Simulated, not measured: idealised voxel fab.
Process module in this document: voxel ribs on slabs
Section cut is 285 nm wide and gridded with 5 nm square cells.
How to read a cross-section here: the picture is a grid of square cells, written as bands going from the top down, and any band can span one or more rows of cells. The band entry comprises the height of the band's top followed by the height of its bottom, expressed in nm, and subsequently the band's materials from left to right, each stated together with its width in nm. Where a single material is marked with the word "all across", that material fills the band from edge to edge. The word "air" represents empty space. Convention: height 0 is the level below which the wafer, as received, is all one material. The lowest band does not terminate at the bottom but continues downward, represented as "top 0, no bottom". Think of "30..40" as a width that walks from the first number to the second as you go down the band, top row to bottom row, taking equal-sized steps from row to row. Basically "nothing was modified" means that step didn't change any cell in the cross-section. Any empty space of 8 cells or more lacking an open way to the top shows up in "Trapped cavities" as width x height at distance, distance from the left edge, in nm. What comes after the settings on a step's line is commentary from the simulator itself on that step. overlay nm: right-of-plan distance of the mask on a masked step; negative values mean left-of-plan. Pairs follow: section before one process step, section after it down to the lowest changed band, step with settings underneath. Pairs may come from different runs of this module on the same starting wafer; continuity with the pair above only as stated in the "Pre-process cross-section" entry.
# Pre-process cross-section
top 0, no bottom = Si all across
Trapped cavities: none
# Resultant Cross-Section
top 20, bottom 0 = SiO2 all across
No changes below 0.
Trapped cavities: none
Step linking the sections shown: DIRECTIONAL_DEP [material SiO2] [thk nm 20]
Pre-process cross-section: check the pair just above; its after cross-section is our before state.
# Resultant Cross-Section
top 35, bottom 20 = polySi all across
No changes below 20.
Trapped cavities: none
Step linking the sections shown: DIRECTIONAL_DEP [material polySi] [thk nm 15]
Pre-process cross-section: check the pair just above; its after cross-section is our before state.
# Resultant Cross-Section
top 35, bottom 30 = 130 nm air / 20 nm polySi / 135 nm air
No changes below 30.
Trapped cavities: none
Step linking the sections shown: MASKED_ETCH [tone cover] [mask id RIB] [width nm 20] [etch materials polySi] [depth nm 5] [overlay nm 0]
Pre-process cross-section: check the pair just above; its after cross-section is our before state.
# Resultant Cross-Section
top 45, bottom 40 = 130 nm air / 20 nm aC / 135 nm air
top 40, bottom 35 = aC all across
top 35, bottom 30 = 130 nm aC / 20 nm polySi / 135 nm aC
No changes below 30.
Trapped cavities: none
Step linking the sections shown: DIRECTIONAL_DEP [material aC] [thk nm 10]
Pre-process cross-section: check the pair just above; its after cross-section is our before state.
# Resultant Cross-Section
top 70, bottom 45 = 115 nm air / 50 nm resist / 120 nm air
top 45, bottom 40 = 115 nm air / 15 nm resist / 20 nm aC / 15 nm resist / 120 nm air
No changes below 40.
Trapped cavities: none
Step linking the sections shown: PATTERN [tone cover] [mask id SLAB] [material resist] [width nm 50] [thk nm 25] [overlay nm 0]
Pre-process cross-section: check the pair just above; its after cross-section is our before state.
# Resultant Cross-Section
top 60, bottom 45 = 115 nm air / 50 nm resist / 120 nm air
top 45, bottom 40 = 115 nm air / 15 nm resist / 20 nm aC / 15 nm resist / 120 nm air
top 40, bottom 35 = 115 nm air / 50 nm aC / 120 nm air
top 35, bottom 30 = 115 nm air / 15 nm aC / 20 nm polySi / 15 nm aC / 120 nm air
No changes below 30.
Trapped cavities: none
Step linking the sections shown: DIRECTIONAL_ETCH [etch materials aC] [depth nm 10]
Pre-process cross-section: check the pair just above; its after cross-section is our before state.
# Resultant Cross-Section
top 45, bottom 35 = 130..115 nm air / 20..50 nm aC / 135..120 nm air
No changes below 35.
Trapped cavities: none
Step linking the sections shown: STRIP [etch materials resist]
Pre-process cross-section: check the pair just above; its after cross-section is our before state.
# Resultant Cross-Section
top 45, bottom 35 = 130..115 nm air / 20..50 nm aC / 135..120 nm air
top 35, bottom 30 = 115 nm air / 15 nm aC / 20 nm polySi / 15 nm aC / 120 nm air
top 30, bottom 20 = 115 nm air / 50 nm polySi / 120 nm air
No changes below 20.
Trapped cavities: none
Step linking the sections shown: DIRECTIONAL_ETCH [etch materials polySi] [depth nm 10]
Pre-process cross-section: check the pair just above; its after cross-section is our before state.
# Resultant Cross-Section
top 35, bottom 30 = 130 nm air / 20 nm polySi / 135 nm air
No changes below 30.
Trapped cavities: none
Step linking the sections shown: STRIP [etch materials aC]
Pre-process cross-section: check the pair just above; its after cross-section is our before state.
# Resultant Cross-Section
top 55, bottom 35 = SiO2 all across
top 35, bottom 30 = 130 nm SiO2 / 20 nm polySi / 135 nm SiO2
top 30, bottom 20 = 115 nm SiO2 / 50 nm polySi / 120 nm SiO2
No changes below 20.
Trapped cavities: none
Step linking the sections shown: FILL_DEP [material SiO2] [thk nm 20]
Pre-process cross-section: check the pair just above; its after cross-section is our before state.
# Resultant Cross-Section
top 45, bottom 35 = SiO2 all across
No changes below 35.
Trapped cavities: none
Step linking the sections shown: CMP [height nm 45]
Pre-process cross-section: check the pair just above; its after cross-section is our before state.
# Resultant Cross-Section
top 50, bottom 45 = TiN all across
No changes below 45.
Trapped cavities: none
Step linking the sections shown: DIRECTIONAL_DEP [material TiN] [thk nm 5]
Pre-process cross-section: check the pair just above; its after cross-section is our before state.
# Resultant Cross-Section
top 70, bottom 50 = 125 nm air / 30 nm resist / 130 nm air
No changes below 50.
Trapped cavities: none
Step linking the sections shown: PATTERN [tone cover] [mask id HEATER] [material resist] [width nm 30] [thk nm 20] [overlay nm 0]
Pre-process cross-section: check the pair just above; its after cross-section is our before state.
# Resultant Cross-Section
top 70, bottom 50 = 125 nm air / 30 nm resist / 130 nm air
top 50, bottom 45 = 125 nm air / 30 nm TiN / 130 nm air
No changes below 45.
Trapped cavities: none
Step linking the sections shown: DIRECTIONAL_ETCH [etch materials TiN] [depth nm 5]
Pre-process cross-section: check the pair just above; its after cross-section is our before state.
# Resultant Cross-Section
top 50, bottom 45 = 125 nm air / 30 nm TiN / 130 nm air
No changes below 45.
Trapped cavities: none
Step linking the sections shown: STRIP [etch materials resist]
Pre-process cross-section: check the pair just above; its after cross-section is our before state.
# Resultant Cross-Section
top 60, bottom 55 = 115 nm air / 50 nm SiO2 / 120 nm air
top 55, bottom 50 = SiO2 all across
top 50, bottom 45 = 125 nm SiO2 / 30 nm TiN / 130 nm SiO2
No changes below 45.
Trapped cavities: none
Step linking the sections shown: CONFORMAL_DEP [material SiO2] [thk nm 10]
# Pre-process cross-section
top 20, bottom 0 = SiO2 all across
top 0, no bottom = Si all across
Trapped cavities: none
# Resultant Cross-Section
top 40, bottom 0 = SiO2 all across
No changes below 0.
Trapped cavities: none
Step linking the sections shown: DIRECTIONAL_DEP [material SiO2] [thk nm 20]
Pre-process cross-section: check the pair just above; its after cross-section is our before state.
# Resultant Cross-Section
top 55, bottom 40 = polySi all across
No changes below 40.
Trapped cavities: none
Step linking the sections shown: DIRECTIONAL_DEP [material polySi] [thk nm 15]
Pre-process cross-section: check the pair just above; its after cross-section is our before state.
# Resultant Cross-Section
top 55, bottom 50 = 130 nm air / 20 nm polySi / 135 nm air
No changes below 50.
Trapped cavities: none
Step linking the sections shown: MASKED_ETCH [tone cover] [mask id RIB] [width nm 20] [etch materials polySi] [depth nm 5] [overlay nm 0]
Pre-process cross-section: check the pair just above; its after cross-section is our before state.
# Resultant Cross-Section
top 65, bottom 60 = 130 nm air / 20 nm aC / 135 nm air
top 60, bottom 55 = aC all across
top 55, bottom 50 = 130 nm aC / 20 nm polySi / 135 nm aC
No changes below 50.
Trapped cavities: none
Step linking the sections shown: DIRECTIONAL_DEP [material aC] [thk nm 10]
Pre-process cross-section: check the pair just above; its after cross-section is our before state.
# Resultant Cross-Section
top 90, bottom 65 = 115 nm air / 50 nm resist / 120 nm air
top 65, bottom 60 = 115 nm air / 15 nm resist / 20 nm aC / 15 nm resist / 120 nm air
No changes below 60.
Trapped cavities: none
Step linking the sections shown: PATTERN [tone cover] [mask id SLAB] [material resist] [width nm 50] [thk nm 25] [overlay nm 0]
Pre-process cross-section: check the pair just above; its after cross-section is our before state.
# Resultant Cross-Section
top 80, bottom 65 = 115 nm air / 50 nm resist / 120 nm air
top 65, bottom 60 = 115 nm air / 15 nm resist / 20 nm aC / 15 nm resist / 120 nm air
top 60, bottom 55 = 115 nm air / 50 nm aC / 120 nm air
top 55, bottom 50 = 115 nm air / 15 nm aC / 20 nm polySi / 15 nm aC / 120 nm air
No changes below 50.
Trapped cavities: none
Step linking the sections shown: DIRECTIONAL_ETCH [etch materials aC] [depth nm 10]
Pre-process cross-section: check the pair just above; its after cross-section is our before state.
# Resultant Cross-Section
top 65, bottom 55 = 130..115 nm air / 20..50 nm aC / 135..120 nm air
No changes below 55.
Trapped cavities: none
Step linking the sections shown: STRIP [etch materials resist]
Pre-process cross-section: check the pair just above; its after cross-section is our before state.
# Resultant Cross-Section
top 65, bottom 55 = 130..115 nm air / 20..50 nm aC / 135..120 nm air
top 55, bottom 50 = 115 nm air / 15 nm aC / 20 nm polySi / 15 nm aC / 120 nm air
top 50, bottom 40 = 115 nm air / 50 nm polySi / 120 nm air
No changes below 40.
Trapped cavities: none
Step linking the sections shown: DIRECTIONAL_ETCH [etch materials polySi] [depth nm 10]
Pre-process cross-section: check the pair just above; its after cross-section is our before state.
# Resultant Cross-Section
top 55, bottom 50 = 130 nm air / 20 nm polySi / 135 nm air
No changes below 50.
Trapped cavities: none
Step linking the sections shown: STRIP [etch materials aC]
Pre-process cross-section: check the pair just above; its after cross-section is our before state.
# Resultant Cross-Section
top 75, bottom 55 = SiO2 all across
top 55, bottom 50 = 130 nm SiO2 / 20 nm polySi / 135 nm SiO2
top 50, bottom 40 = 115 nm SiO2 / 50 nm polySi / 120 nm SiO2
No changes below 40.
Trapped cavities: none
Step linking the sections shown: FILL_DEP [material SiO2] [thk nm 20]
Pre-process cross-section: check the pair just above; its after cross-section is our before state.
# Resultant Cross-Section
top 45, bottom 40 = 115 nm SiO2 / 50 nm polySi / 120 nm SiO2
No changes below 40.
Trapped cavities: none
Step linking the sections shown: CMP [height nm 45]
Pre-process cross-section: check the pair just above; its after cross-section is our before state.
# Resultant Cross-Section
top 50, bottom 45 = TiN all across
No changes below 45.
Trapped cavities: none
Step linking the sections shown: DIRECTIONAL_DEP [material TiN] [thk nm 5]
Pre-process cross-section: check the pair just above; its after cross-section is our before state.
# Resultant Cross-Section
top 70, bottom 50 = 125 nm air / 30 nm resist / 130 nm air
No changes below 50.
Trapped cavities: none
Step linking the sections shown: PATTERN [tone cover] [mask id HEATER] [material resist] [width nm 30] [thk nm 20] [overlay nm 0]
Pre-process cross-section: check the pair just above; its after cross-section is our before state.
# Resultant Cross-Section
top 70, bottom 50 = 125 nm air / 30 nm resist / 130 nm air
top 50, bottom 45 = 125 nm air / 30 nm TiN / 130 nm air
No changes below 45.
Trapped cavities: none
Step linking the sections shown: DIRECTIONAL_ETCH [etch materials TiN] [depth nm 5]
Pre-process cross-section: check the pair just above; its after cross-section is our before state.
# Resultant Cross-Section
top 50, bottom 45 = 125 nm air / 30 nm TiN / 130 nm air
No changes below 45.
Trapped cavities: none
Step linking the sections shown: STRIP [etch materials resist]
Pre-process cross-section: check the pair just above; its after cross-section is our before state.
# Resultant Cross-Section
top 60, bottom 55 = 115 nm air / 50 nm SiO2 / 120 nm air
top 55, bottom 50 = SiO2 all across
top 50, bottom 45 = 125 nm SiO2 / 30 nm TiN / 130 nm SiO2
No changes below 45.
Trapped cavities: none
Step linking the sections shown: CONFORMAL_DEP [material SiO2] [thk nm 10]
# Pre-process cross-section
top 0, no bottom = Si all across
Trapped cavities: none
# Resultant Cross-Section
top 15, bottom 0 = polySi all across
No changes below 0.
Trapped cavities: none
Step linking the sections shown: DIRECTIONAL_DEP [material polySi] [thk nm 15]
Pre-process cross-section: check the pair just above; its after cross-section is our before state.
# Resultant Cross-Section
top 35, bottom 15 = SiO2 all across
No changes below 15.
Trapped cavities: none
Step linking the sections shown: DIRECTIONAL_DEP [material SiO2] [thk nm 20]
Pre-process cross-section: check the pair just above; its after cross-section is our before state.
# Resultant Cross-Section
top 45, bottom 35 = aC all across
No changes below 35.
Trapped cavities: none
Step linking the sections shown: DIRECTIONAL_DEP [material aC] [thk nm 10]
Pre-process cross-section: check the pair just above; its after cross-section is our before state.
# Resultant Cross-Section
top 70, bottom 45 = 115 nm air / 50 nm resist / 120 nm air
No changes below 45.
Trapped cavities: none
Step linking the sections shown: PATTERN [tone cover] [mask id SLAB] [material resist] [width nm 50] [thk nm 25] [overlay nm 0]
Pre-process cross-section: check the pair just above; its after cross-section is our before state.
# Resultant Cross-Section
top 60, bottom 45 = 115 nm air / 50 nm resist / 120 nm air
top 45, bottom 35 = 115 nm air / 50 nm aC / 120 nm air
No changes below 35.
Trapped cavities: none
Step linking the sections shown: DIRECTIONAL_ETCH [etch materials aC] [depth nm 10]
Pre-process cross-section: check the pair just above; its after cross-section is our before state.
# Resultant Cross-Section
top 45, bottom 35 = 115 nm air / 50 nm aC / 120 nm air
No changes below 35.
Trapped cavities: none
Step linking the sections shown: STRIP [etch materials resist]
Pre-process cross-section: check the pair just above; its after cross-section is our before state.
# Resultant Cross-Section
top 35, bottom 15 = SiO2 all across
No changes below 15.
Trapped cavities: none
Step linking the sections shown: STRIP [etch materials aC]
Pre-process cross-section: check the pair just above; its after cross-section is our before state.
# Resultant Cross-Section
top 55, bottom 15 = SiO2 all across
No changes below 15.
Trapped cavities: none
Step linking the sections shown: FILL_DEP [material SiO2] [thk nm 20]
Pre-process cross-section: check the pair just above; its after cross-section is our before state.
# Resultant Cross-Section
top 45, bottom 15 = SiO2 all across
No changes below 15.
Trapped cavities: none
Step linking the sections shown: CMP [height nm 45]
Pre-process cross-section: check the pair just above; its after cross-section is our before state.
# Resultant Cross-Section
top 50, bottom 45 = TiN all across
No changes below 45.
Trapped cavities: none
Step linking the sections shown: DIRECTIONAL_DEP [material TiN] [thk nm 5]
Pre-process cross-section: check the pair just above; its after cross-section is our before state.
# Resultant Cross-Section
top 70, bottom 50 = 125 nm air / 30 nm resist / 130 nm air
No changes below 50.
Trapped cavities: none
Step linking the sections shown: PATTERN [tone cover] [mask id HEATER] [material resist] [width nm 30] [thk nm 20] [overlay nm 0]
Pre-process cross-section: check the pair just above; its after cross-section is our before state.
# Resultant Cross-Section
top 70, bottom 50 = 125 nm air / 30 nm resist / 130 nm air
top 50, bottom 45 = 125 nm air / 30 nm TiN / 130 nm air
No changes below 45.
Trapped cavities: none
Step linking the sections shown: DIRECTIONAL_ETCH [etch materials TiN] [depth nm 5]
Pre-process cross-section: check the pair just above; its after cross-section is our before state.
# Resultant Cross-Section
top 50, bottom 45 = 125 nm air / 30 nm TiN / 130 nm air
No changes below 45.
Trapped cavities: none
Step linking the sections shown: STRIP [etch materials resist]
Pre-process cross-section: check the pair just above; its after cross-section is our before state.
# Resultant Cross-Section
top 60, bottom 55 = 115 nm air / 50 nm SiO2 / 120 nm air
top 55, bottom 50 = SiO2 all across
top 50, bottom 45 = 125 nm SiO2 / 30 nm TiN / 130 nm SiO2
No changes below 45.
Trapped cavities: none
Step linking the sections shown: CONFORMAL_DEP [material SiO2] [thk nm 10]
# Pre-process cross-section
top 50, bottom 45 = 125 nm air / 30 nm TiN / 130 nm air
top 45, bottom 35 = SiO2 all across
top 35, bottom 30 = 130 nm SiO2 / 20 nm polySi / 135 nm SiO2
top 30, bottom 20 = 115 nm SiO2 / 50 nm polySi / 120 nm SiO2
top 20, bottom 0 = SiO2 all across
top 0, no bottom = Si all across
Trapped cavities: none
# Resultant Cross-Section
top 65, bottom 60 = 110 nm air / 60 nm SiO2 / 115 nm air
top 60, bottom 50 = SiO2 all across
top 50, bottom 45 = 125 nm SiO2 / 30 nm TiN / 130 nm SiO2
No changes below 45.
Trapped cavities: none
Step linking the sections shown: CONFORMAL_DEP [material SiO2] [thk nm 15]
# Pre-process cross-section
top 50, bottom 45 = TiN all across
top 45, bottom 35 = SiO2 all across
top 35, bottom 30 = 130 nm SiO2 / 20 nm polySi / 135 nm SiO2
top 30, bottom 20 = 115 nm SiO2 / 50 nm polySi / 120 nm SiO2
top 20, bottom 0 = SiO2 all across
top 0, no bottom = Si all across
Trapped cavities: none
# Resultant Cross-Section
top 70, bottom 50 = 125 nm air / 35 nm resist / 125 nm air
No changes below 50.
Trapped cavities: none
Step linking the sections shown: PATTERN [tone cover] [mask id HEATER] [material resist] [width nm 35] [thk nm 20] [overlay nm 0]
Pre-process cross-section: check the pair just above; its after cross-section is our before state.
# Resultant Cross-Section
top 70, bottom 50 = 125 nm air / 35 nm resist / 125 nm air
top 50, bottom 45 = 125 nm air / 35 nm TiN / 125 nm air
No changes below 45.
Trapped cavities: none
Step linking the sections shown: DIRECTIONAL_ETCH [etch materials TiN] [depth nm 5]
Pre-process cross-section: check the pair just above; its after cross-section is our before state.
# Resultant Cross-Section
top 50, bottom 45 = 125 nm air / 35 nm TiN / 125 nm air
No changes below 45.
Trapped cavities: none
Step linking the sections shown: STRIP [etch materials resist]
Pre-process cross-section: check the pair just above; its after cross-section is our before state.
# Resultant Cross-Section
top 60, bottom 55 = 115 nm air / 55 nm SiO2 / 115 nm air
top 55, bottom 50 = SiO2 all across
top 50, bottom 45 = 125 nm SiO2 / 35 nm TiN / 125 nm SiO2
No changes below 45.
Trapped cavities: none
Step linking the sections shown: CONFORMAL_DEP [material SiO2] [thk nm 10]
# Pre-process cross-section
top 50, bottom 45 = TiN all across
top 45, bottom 35 = SiO2 all across
top 35, bottom 30 = 130 nm SiO2 / 20 nm polySi / 135 nm SiO2
top 30, bottom 20 = 115 nm SiO2 / 50 nm polySi / 120 nm SiO2
top 20, bottom 0 = SiO2 all across
top 0, no bottom = Si all across
Trapped cavities: none
# Resultant Cross-Section
top 70, bottom 50 = 120 nm air / 30 nm resist / 135 nm air
No changes below 50.
Trapped cavities: none
Step linking the sections shown: PATTERN [tone cover] [mask id HEATER] [material resist] [width nm 30] [thk nm 20] [overlay nm -5]
Pre-process cross-section: check the pair just above; its after cross-section is our before state.
# Resultant Cross-Section
top 70, bottom 50 = 120 nm air / 30 nm resist / 135 nm air
top 50, bottom 45 = 120 nm air / 30 nm TiN / 135 nm air
No changes below 45.
Trapped cavities: none
Step linking the sections shown: DIRECTIONAL_ETCH [etch materials TiN] [depth nm 5]
Pre-process cross-section: check the pair just above; its after cross-section is our before state.
# Resultant Cross-Section
top 50, bottom 45 = 120 nm air / 30 nm TiN / 135 nm air
No changes below 45.
Trapped cavities: none
Step linking the sections shown: STRIP [etch materials resist]
Pre-process cross-section: check the pair just above; its after cross-section is our before state.
# Resultant Cross-Section
top 60, bottom 55 = 110 nm air / 50 nm SiO2 / 125 nm air
top 55, bottom 50 = SiO2 all across
top 50, bottom 45 = 120 nm SiO2 / 30 nm TiN / 135 nm SiO2
No changes below 45.
Trapped cavities: none
Step linking the sections shown: CONFORMAL_DEP [material SiO2] [thk nm 10]
# Pre-process cross-section
top 35, bottom 30 = 130 nm air / 20 nm polySi / 135 nm air
top 30, bottom 20 = 115 nm air / 50 nm polySi / 120 nm air
top 20, bottom 0 = SiO2 all across
top 0, no bottom = Si all across
Trapped cavities: none
# Resultant Cross-Section
top 55, bottom 20 = polySi all across
No changes below 20.
Trapped cavities: none
Step linking the sections shown: FILL_DEP [material polySi] [thk nm 20]
Pre-process cross-section: check the pair just above; its after cross-section is our before state.
# Resultant Cross-Section
top 45, bottom 20 = polySi all across
No changes below 20.
Trapped cavities: none
Step linking the sections shown: CMP [height nm 45]
Pre-process cross-section: check the pair just above; its after cross-section is our before state.
# Resultant Cross-Section
top 50, bottom 45 = TiN all across
No changes below 45.
Trapped cavities: none
Step linking the sections shown: DIRECTIONAL_DEP [material TiN] [thk nm 5]
Pre-process cross-section: check the pair just above; its after cross-section is our before state.
# Resultant Cross-Section
top 70, bottom 50 = 125 nm air / 30 nm resist / 130 nm air
No changes below 50.
Trapped cavities: none
Step linking the sections shown: PATTERN [tone cover] [mask id HEATER] [material resist] [width nm 30] [thk nm 20] [overlay nm 0]
Pre-process cross-section: check the pair just above; its after cross-section is our before state.
# Resultant Cross-Section
top 70, bottom 50 = 125 nm air / 30 nm resist / 130 nm air
top 50, bottom 45 = 125 nm air / 30 nm TiN / 130 nm air
No changes below 45.
Trapped cavities: none
Step linking the sections shown: DIRECTIONAL_ETCH [etch materials TiN] [depth nm 5]
Pre-process cross-section: check the pair just above; its after cross-section is our before state.
# Resultant Cross-Section
top 50, bottom 45 = 125 nm air / 30 nm TiN / 130 nm air
No changes below 45.
Trapped cavities: none
Step linking the sections shown: STRIP [etch materials resist]
Pre-process cross-section: check the pair just above; its after cross-section is our before state.
# Resultant Cross-Section
top 60, bottom 55 = 115 nm air / 50 nm SiO2 / 120 nm air
top 55, bottom 50 = SiO2 all across
top 50, bottom 45 = 125 nm SiO2 / 30 nm TiN / 130 nm SiO2
No changes below 45.
Trapped cavities: none
Step linking the sections shown: CONFORMAL_DEP [material SiO2] [thk nm 10]
# Pre-process cross-section
top 45, bottom 40 = 130 nm air / 20 nm aC / 135 nm air
top 40, bottom 35 = aC all across
top 35, bottom 30 = 130 nm aC / 20 nm polySi / 135 nm aC
top 30, bottom 20 = polySi all across
top 20, bottom 0 = SiO2 all across
top 0, no bottom = Si all across
Trapped cavities: none
# Resultant Cross-Section
top 70, bottom 45 = 115 nm resist / 50 nm air / 120 nm resist
top 45, bottom 40 = 115 nm resist / 15 nm air / 20 nm aC / 15 nm air / 120 nm resist
No changes below 40.
Trapped cavities: none
Step linking the sections shown: PATTERN [tone open] [mask id SLAB] [material resist] [width nm 50] [thk nm 25] [overlay nm 0]
Pre-process cross-section: check the pair just above; its after cross-section is our before state.
# Resultant Cross-Section
top 60, bottom 40 = 115 nm resist / 50 nm air / 120 nm resist
top 40, bottom 35 = 115 nm aC / 50 nm air / 120 nm aC
top 35, bottom 30 = 115 nm aC / 15 nm air / 20 nm polySi / 15 nm air / 120 nm aC
No changes below 30.
Trapped cavities: none
Step linking the sections shown: DIRECTIONAL_ETCH [etch materials aC] [depth nm 10]
Pre-process cross-section: check the pair just above; its after cross-section is our before state.
# Resultant Cross-Section
top 40, bottom 35 = 115 nm aC / 50 nm air / 120 nm aC
No changes below 35.
Trapped cavities: none
Step linking the sections shown: STRIP [etch materials resist]
Pre-process cross-section: check the pair just above; its after cross-section is our before state.
# Resultant Cross-Section
top 40, bottom 30 = 115 nm aC / 50 nm air / 120 nm aC
top 30, bottom 25 = 115 nm polySi / 50 nm air / 120 nm polySi
top 25, bottom 20 = 115 nm polySi / 15 nm air / 20 nm polySi / 15 nm air / 120 nm polySi
No changes below 20.
Trapped cavities: none
Step linking the sections shown: DIRECTIONAL_ETCH [etch materials polySi] [depth nm 10]
Pre-process cross-section: check the pair just above; its after cross-section is our before state.
# Resultant Cross-Section
top 30, bottom 25 = 115 nm polySi / 50 nm air / 120 nm polySi
No changes below 25.
Trapped cavities: none
Step linking the sections shown: STRIP [etch materials aC]
Pre-process cross-section: check the pair just above; its after cross-section is our before state.
# Resultant Cross-Section
top 50, bottom 30 = SiO2 all across
top 30, bottom 25 = 115 nm polySi / 50 nm SiO2 / 120 nm polySi
top 25, bottom 20 = 115 nm polySi / 15 nm SiO2 / 20 nm polySi / 15 nm SiO2 / 120 nm polySi
No changes below 20.
Trapped cavities: none
Step linking the sections shown: FILL_DEP [material SiO2] [thk nm 20]
Pre-process cross-section: check the pair just above; its after cross-section is our before state.
# Resultant Cross-Section
top 45, bottom 30 = SiO2 all across
No changes below 30.
Trapped cavities: none
Step linking the sections shown: CMP [height nm 45]
Pre-process cross-section: check the pair just above; its after cross-section is our before state.
# Resultant Cross-Section
top 50, bottom 45 = TiN all across
No changes below 45.
Trapped cavities: none
Step linking the sections shown: DIRECTIONAL_DEP [material TiN] [thk nm 5]
Pre-process cross-section: check the pair just above; its after cross-section is our before state.
# Resultant Cross-Section
top 70, bottom 50 = 125 nm air / 30 nm resist / 130 nm air
No changes below 50.
Trapped cavities: none
Step linking the sections shown: PATTERN [tone cover] [mask id HEATER] [material resist] [width nm 30] [thk nm 20] [overlay nm 0]
Pre-process cross-section: check the pair just above; its after cross-section is our before state.
# Resultant Cross-Section
top 70, bottom 50 = 125 nm air / 30 nm resist / 130 nm air
top 50, bottom 45 = 125 nm air / 30 nm TiN / 130 nm air
No changes below 45.
Trapped cavities: none
Step linking the sections shown: DIRECTIONAL_ETCH [etch materials TiN] [depth nm 5]
Pre-process cross-section: check the pair just above; its after cross-section is our before state.
# Resultant Cross-Section
top 50, bottom 45 = 125 nm air / 30 nm TiN / 130 nm air
No changes below 45.
Trapped cavities: none
Step linking the sections shown: STRIP [etch materials resist]
Pre-process cross-section: check the pair just above; its after cross-section is our before state.
# Resultant Cross-Section
top 60, bottom 55 = 115 nm air / 50 nm SiO2 / 120 nm air
top 55, bottom 50 = SiO2 all across
top 50, bottom 45 = 125 nm SiO2 / 30 nm TiN / 130 nm SiO2
No changes below 45.
Trapped cavities: none
Step linking the sections shown: CONFORMAL_DEP [material SiO2] [thk nm 10]
